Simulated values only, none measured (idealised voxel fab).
process module | voxel gate over fins
cross-section cut | 185 nm wide | cells 5 nm
A cross-section is a grid of square cells, given in bands from the top down. A band is one or more rows of cells.
Each band's line starts with the height of the band's top and of its bottom, in nm. Then come its materials from left to right, each with its width in nm. One material with "throughout" fills the band from edge to edge. "air" is empty space.
Height 0 is the level under which the wafer as received is all one material. The lowest band goes on downwards, as in "0 down".
A width such as "30 to 40" changes by the same amount from each row of cells to the next, from the band's top row to its bottom row.
"no change" after a step means that no cell of the cross-section changed.
closed voids: empty space of 8 cells or more with no open way to the top, each as width x height at its distance from the left edge, in nm
after a step's settings: what the simulator itself notes on the step
overlay nm, on a step with a mask: how far to the right of its planned place the mask lay; to the left if negative
plan
1 op RECEIVE | material Si
2 op CONFORMAL_DEP | material SiN | thk nm 10
3 op PATTERN | tone cover | mask id FINS | material resist | width nm 15 | pitch nm 45 | thk nm 20 | overlay nm 0
4 op DIRECTIONAL_ETCH | etch materials SiN | depth nm 10
5 op DIRECTIONAL_ETCH | etch materials Si | depth nm 35
6 op STRIP | etch materials resist
7 op FILL_DEP | material SiO2 | thk nm 5
8 op CMP | height nm 10
9 op SELECTIVE_ETCH | etch materials SiO2 | depth nm 20
10 op STRIP | etch materials SiN
11 op CONFORMAL_DEP | material HfO2 | thk nm 5
12 op CONFORMAL_DEP | material TiN | thk nm 5
13 op CONFORMAL_DEP | material TiAl | thk nm 5
14 op CONFORMAL_DEP | material TiN | thk nm 5
15 op FILL_DEP | material W | thk nm 15
16 op CMP | height nm 30
17 op CONFORMAL_DEP | material SiN | thk nm 5
as received, after step 1
  0 down: Si throughout
  closed voids: none
first wafer at the end, as planned
  35 to 30: SiN throughout
  30 to 20: W throughout
  20 to 15: W 40 | TiN 100 | W 45
  15 to 10: W 40 | TiN 5 | TiAl 90 | TiN 5 | W 45
  10 to 5: TiN 45 | TiAl 5 | TiN 35 | TiAl 10 | TiN 35 | TiAl 5 | TiN 50
  5 to 0: TiAl 50 | TiN 5 | HfO2 25 | TiN 5 | TiAl 10 | TiN 5 | HfO2 25 | TiN 5 | TiAl 55
  0 to -5: TiN 55 | HfO2 5 | Si 15 | HfO2 5 | TiN 20 | HfO2 5 | Si 15 | HfO2 5 | TiN 60
  -5 to -10: HfO2 60 | Si 15 | HfO2 30 | Si 15 | HfO2 65
  -10 to -35: SiO2 60 | Si 15 | SiO2 30 | Si 15 | SiO2 65
  -35 down: Si throughout
  closed voids: none
second wafer at the end: like start, like plan, one mistake
  35 to 30: SiN throughout
  30 to 20: W throughout
  20 to 15: W 50 | TiN 100 | W 35
  15 to 10: W 50 | TiN 5 | TiAl 90 | TiN 5 | W 35
  10 to 5: TiN 55 | TiAl 5 | TiN 35 | TiAl 10 | TiN 35 | TiAl 5 | TiN 40
  5 to 0: TiAl 60 | TiN 5 | HfO2 25 | TiN 5 | TiAl 10 | TiN 5 | HfO2 25 | TiN 5 | TiAl 45
  0 to -5: TiN 65 | HfO2 5 | Si 15 | HfO2 5 | TiN 20 | HfO2 5 | Si 15 | HfO2 5 | TiN 50
  -5 to -10: HfO2 70 | Si 15 | HfO2 30 | Si 15 | HfO2 55
  -10 to -35: SiO2 70 | Si 15 | SiO2 30 | Si 15 | SiO2 55
  -35 down: Si throughout
  closed voids: none
what went wrong: step 3 ran as: op PATTERN | tone cover | mask id FINS | material resist | width nm 15 | pitch nm 45 | thk nm 20 | overlay nm 10
at the end the second wafer has, in cells: as many of each material as the first, in other places
